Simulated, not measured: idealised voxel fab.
process module | voxel gate over fins
cross-section cut | 210 nm wide | cells 5 nm
A cross-section is a grid of square cells, given in bands from the top down. A band is one or more rows of cells.
Each band's line starts with the height of the band's top and of its bottom, in nm. Then come its materials from left to right, each with its width in nm. One material with "throughout" fills the band from edge to edge. "air" is empty space.
Height 0 is the level under which the wafer as received is all one material. The lowest band goes on downwards, as in "0 down".
A width such as "30 to 40" changes by the same amount from each row of cells to the next, from the band's top row to its bottom row.
"no change" after a step means that no cell of the cross-section changed.
closed voids: empty space of 8 cells or more with no open way to the top, each as width x height at its distance from the left edge, in nm
after a step's settings: what the simulator itself notes on the step
overlay nm, on a step with a mask: how far to the right of its planned place the mask lay; to the left if negative
plan
1 op RECEIVE | material Si
2 op CONFORMAL_DEP | material SiN | thk nm 10
3 op PATTERN | tone cover | mask id FINS | material resist | width nm 15 | pitch nm 45 | thk nm 15 | overlay nm 0
4 op DIRECTIONAL_ETCH | etch materials SiN | depth nm 10
5 op DIRECTIONAL_ETCH | etch materials Si | depth nm 40
6 op STRIP | etch materials resist
7 op OXIDIZE | depth nm 5
8 op FILL_DEP | material SiO2 | thk nm 5
9 op CMP | height nm 10
10 op SELECTIVE_ETCH | etch materials SiO2 | depth nm 10
11 op STRIP | etch materials SiN
12 op CONFORMAL_DEP | material HfO2 | thk nm 5
13 op CONFORMAL_DEP | material TiN | thk nm 5
14 op FILL_DEP | material W | thk nm 10
15 op CMP | height nm 15
16 op CONFORMAL_DEP | material SiCN | thk nm 10
varied across the wafers: depth nm of step 10. The plan shows the first wafer's value. All wafers start alike
first wafer as received, after step 1
  0 down: Si throughout
  closed voids: none
first wafer at the end, after step 16
  25 to 15: SiCN throughout
  15 to 10: W throughout
  10 to 5: TiN throughout
  5 to 0: HfO2 throughout
  0 to -45: SiO2 55 | Si 5 | SiO2 40 | Si 5 | SiO2 40 | Si 5 | SiO2 60
  -45 down: Si throughout
  closed voids: none
last wafer at the end
  25 to 15: SiCN throughout
  15 to 10: W throughout
  10 to 5: W 45 | TiN 25 | W 20 | TiN 25 | W 20 | TiN 25 | W 50
  5 to 0: W 45 | TiN 5 | HfO2 15 | TiN 5 | W 20 | TiN 5 | HfO2 15 | TiN 5 | W 20 | TiN 5 | HfO2 15 | TiN 5 | W 50
  0 to -15: W 45 | TiN 5 | HfO2 5 | Si 5 | HfO2 5 | TiN 5 | W 20 | TiN 5 | HfO2 5 | Si 5 | HfO2 5 | TiN 5 | W 20 | TiN 5 | HfO2 5 | Si 5 | HfO2 5 | TiN 5 | W 50
  -15 to -20: TiN 50 | HfO2 5 | Si 5 | HfO2 5 | TiN 30 | HfO2 5 | Si 5 | HfO2 5 | TiN 30 | HfO2 5 | Si 5 | HfO2 5 | TiN 55
  -20 to -25: HfO2 55 | Si 5 | HfO2 40 | Si 5 | HfO2 40 | Si 5 | HfO2 60
  -25 to -45: SiO2 55 | Si 5 | SiO2 40 | Si 5 | SiO2 40 | Si 5 | SiO2 60
  -45 down: Si throughout
  closed voids: none
each wafer at the end: cells of each material gained (+) or lost (-) since it was received, then its closed voids
depth nm 10 | +42 HfO2 | -351 Si | +84 SiCN | +351 SiO2 | +42 TiN | +42 W | closed voids: none
depth nm 15 | +48 HfO2 | -351 Si | +84 SiCN | +312 SiO2 | +48 TiN | +69 W | closed voids: none
depth nm 20 | +54 HfO2 | -351 Si | +84 SiCN | +273 SiO2 | +54 TiN | +96 W | closed voids: none
depth nm 25 | +60 HfO2 | -351 Si | +84 SiCN | +234 SiO2 | +60 TiN | +123 W | closed voids: none
depth nm 30 | +66 HfO2 | -351 Si | +84 SiCN | +195 SiO2 | +66 TiN | +150 W | closed voids: none
depth nm 35 | +72 HfO2 | -351 Si | +84 SiCN | +156 SiO2 | +72 TiN | +177 W | closed voids: none
